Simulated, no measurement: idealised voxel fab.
voxel fin reveal: a process module
The figure presents cross-section cut, which has a width of 215 nm and is divided into square cells with an edge length of 5 nm.
Cross-sections here: square-cell grids, written as top-down lists of bands, a band being one or more rows of cells.
This entry defines a band. It first specifies the height of the band's top and the height of its bottom in nm, and then specifies the band's materials from left to right, stating each material with its width in nm. The word "edge to edge" identifies a single material that fills the band from edge to edge, while the word "blank" identifies empty space.
Height reference: 0 = level under which incoming wafer is all one material. Lowest band: no bottom, runs on downward, e.g. "top 0, no bottom".
You'd read "30..40" like this: the band's top row of cells is as wide as the first number, its bottom row is as wide as the second, and going down, every row changes width by the same amount as the row before did.
Step note "remained the same" = no cross-section cell changed.
Listed in "Closed void catalog": every empty space of 8 or more cells without an open way to the top. Form: width x height at distance, the distance being from the left edge, all in nm.
Post-settings text on a step line: simulator's own remark regarding the step.
"overlay nm" on a masked step: distance the mask lay right of its planned place, negative for left.

List of planned process steps:
- 1: RECEIVE: material Si
- 2: CONFORMAL_DEP: material SiN, thk nm 5
- 3: DIRECTIONAL_DEP: material aC, thk nm 15
- 4: PATTERN: tone cover, mask id FINS, material resist, width nm 15, pitch nm 40, thk nm 35, overlay nm -15
- 5: DIRECTIONAL_ETCH: etch materials aC, depth nm 15
- 6: STRIP: etch materials resist
- 7: DIRECTIONAL_ETCH: etch materials SiN, depth nm 5
- 8: DIRECTIONAL_ETCH: etch materials Si, depth nm 40
- 9: STRIP: etch materials aC
- 10: OXIDIZE: depth nm 5
- 11: FILL_DEP: material SiO2, thk nm 10
- 12: CMP: height nm 5
- 13: SELECTIVE_ETCH: etch materials SiO2, depth nm 15
- 14: STRIP: etch materials SiN
- 15: CONFORMAL_DEP: material HfO2, thk nm 5
Wafer-to-wafer difference: overlay nm, step 4. Common start. Plan = first wafer's value.

Cross-section of the first of several wafers on receipt, reflecting completion of step 1:
- top 0, no bottom: Si edge to edge
- Closed void catalog: none

End of the module, past its last step, step 15: how the first of several wafers looks in cross-section:
- top 5, bottom 0: 45 blank | 15 HfO2 | 25 blank | 15 HfO2 | 25 blank | 15 HfO2 | 75 blank
- top 0, bottom -5: 45 blank | 5 HfO2 | 5 Si | 5 HfO2 | 25 blank | 5 HfO2 | 5 Si | 5 HfO2 | 25 blank | 5 HfO2 | 5 Si | 5 HfO2 | 75 blank
- top -5, bottom -10: 50 HfO2 | 5 Si | 35 HfO2 | 5 Si | 35 HfO2 | 5 Si | 80 HfO2
- top -10, bottom -45: 50 SiO2 | 5 Si | 35 SiO2 | 5 Si | 35 SiO2 | 5 Si | 80 SiO2
- top -45, no bottom: Si edge to edge
- Closed void catalog: none

X-section, last wafer, module end:
- top 5, bottom 0: 75 blank | 15 HfO2 | 25 blank | 15 HfO2 | 25 blank | 15 HfO2 | 45 blank
- top 0, bottom -5: 75 blank | 5 HfO2 | 5 Si | 5 HfO2 | 25 blank | 5 HfO2 | 5 Si | 5 HfO2 | 25 blank | 5 HfO2 | 5 Si | 5 HfO2 | 45 blank
- top -5, bottom -10: 80 HfO2 | 5 Si | 35 HfO2 | 5 Si | 35 HfO2 | 5 Si | 50 HfO2
- top -10, bottom -45: 80 SiO2 | 5 Si | 35 SiO2 | 5 Si | 35 SiO2 | 5 Si | 50 SiO2
- top -45, no bottom: Si edge to edge
- Closed void catalog: none

Heads up, this table goes wafer by wafer. A row tells you, at the end of the module, how many cells of each material that wafer has put on (+) or dropped (-) since it was received, and then its closed voids:
overlay nm -15, +55 HfO2, -360 Si, +280 SiO2, Closed void catalog: none
overlay nm -10, +55 HfO2, -360 Si, +280 SiO2, Closed void catalog: none
overlay nm -5, +55 HfO2, -360 Si, +280 SiO2, Closed void catalog: none
overlay nm 0, +55 HfO2, -360 Si, +280 SiO2, Closed void catalog: none
overlay nm 5, +55 HfO2, -360 Si, +280 SiO2, Closed void catalog: none
overlay nm 10, +55 HfO2, -360 Si, +280 SiO2, Closed void catalog: none
overlay nm 15, +55 HfO2, -360 Si, +280 SiO2, Closed void catalog: none
